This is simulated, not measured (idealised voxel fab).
process module | voxel ribs on slabs
cross-section cut | 140 nm wide | cells 5 nm
A cross-section is a grid of square cells, given in bands from the top down. A band is one or more rows of cells.
Each band's line starts with the height of the band's top and of its bottom, in nm. Then come its materials from left to right, each with its width in nm. One material with "throughout" fills the band from edge to edge. "air" is empty space.
Height 0 is the level under which the wafer as received is all one material. The lowest band goes on downwards, as in "0 down".
A width such as "30 to 40" changes by the same amount from each row of cells to the next, from the band's top row to its bottom row.
"no change" after a step means that no cell of the cross-section changed.
closed voids: empty space of 8 cells or more with no open way to the top, each as width x height at its distance from the left edge, in nm
after a step's settings: what the simulator itself notes on the step
overlay nm, on a step with a mask: how far to the right of its planned place the mask lay; to the left if negative
plan
1 op RECEIVE | material Si
2 op DIRECTIONAL_DEP | material SiO2 | thk nm 20
3 op DIRECTIONAL_DEP | material SiN | thk nm 20
4 op PATTERN | tone cover | mask id RIB | material resist | width nm 25 | thk nm 15 | overlay nm 0
5 op DIRECTIONAL_ETCH | etch materials SiN | depth nm 15
6 op STRIP | etch materials resist
7 op MASKED_ETCH | tone cover | mask id SLAB | width nm 55 | etch materials SiN | depth nm 5 | overlay nm 0
8 op FILL_DEP | material SiO2 | thk nm 15
9 op CMP | height nm 50
10 op DIRECTIONAL_DEP | material TiN | thk nm 5
11 op DIRECTIONAL_DEP | material aC | thk nm 15
12 op PATTERN | tone cover | mask id HEATER | material resist | width nm 35 | thk nm 35 | overlay nm 0
13 op DIRECTIONAL_ETCH | etch materials aC | depth nm 15
14 op STRIP | etch materials resist
15 op DIRECTIONAL_ETCH | etch materials TiN | depth nm 5
16 op STRIP | etch materials aC
17 op CONFORMAL_DEP | material SiN | thk nm 10
as received, after step 1
  0 down: Si throughout
  closed voids: none
first wafer at the end, as planned
  65 to 60: air 40 | SiN 55 | air 45
  60 to 55: SiN throughout
  55 to 50: SiN 50 | TiN 35 | SiN 55
  50 to 40: SiO2 throughout
  40 to 25: SiO2 55 | SiN 25 | SiO2 60
  25 to 20: SiO2 40 | SiN 55 | SiO2 45
  20 to 0: SiO2 throughout
  0 down: Si throughout
  closed voids: none
second wafer at the end: like start, like plan, one mistake
  65 to 60: air 40 | SiN 55 | air 45
  60 to 55: SiN throughout
  55 to 50: SiN 50 | TiN 35 | SiN 55
  50 to 35: SiO2 55 | SiN 25 | SiO2 60
  35 to 30: SiO2 40 | SiN 55 | SiO2 45
  30 to 0: SiO2 throughout
  0 down: Si throughout
  closed voids: none
what went wrong: step 2 ran as: op DIRECTIONAL_DEP | material SiO2 | thk nm 30
at the end the second wafer has, in cells: as many of each material as the first, in other places
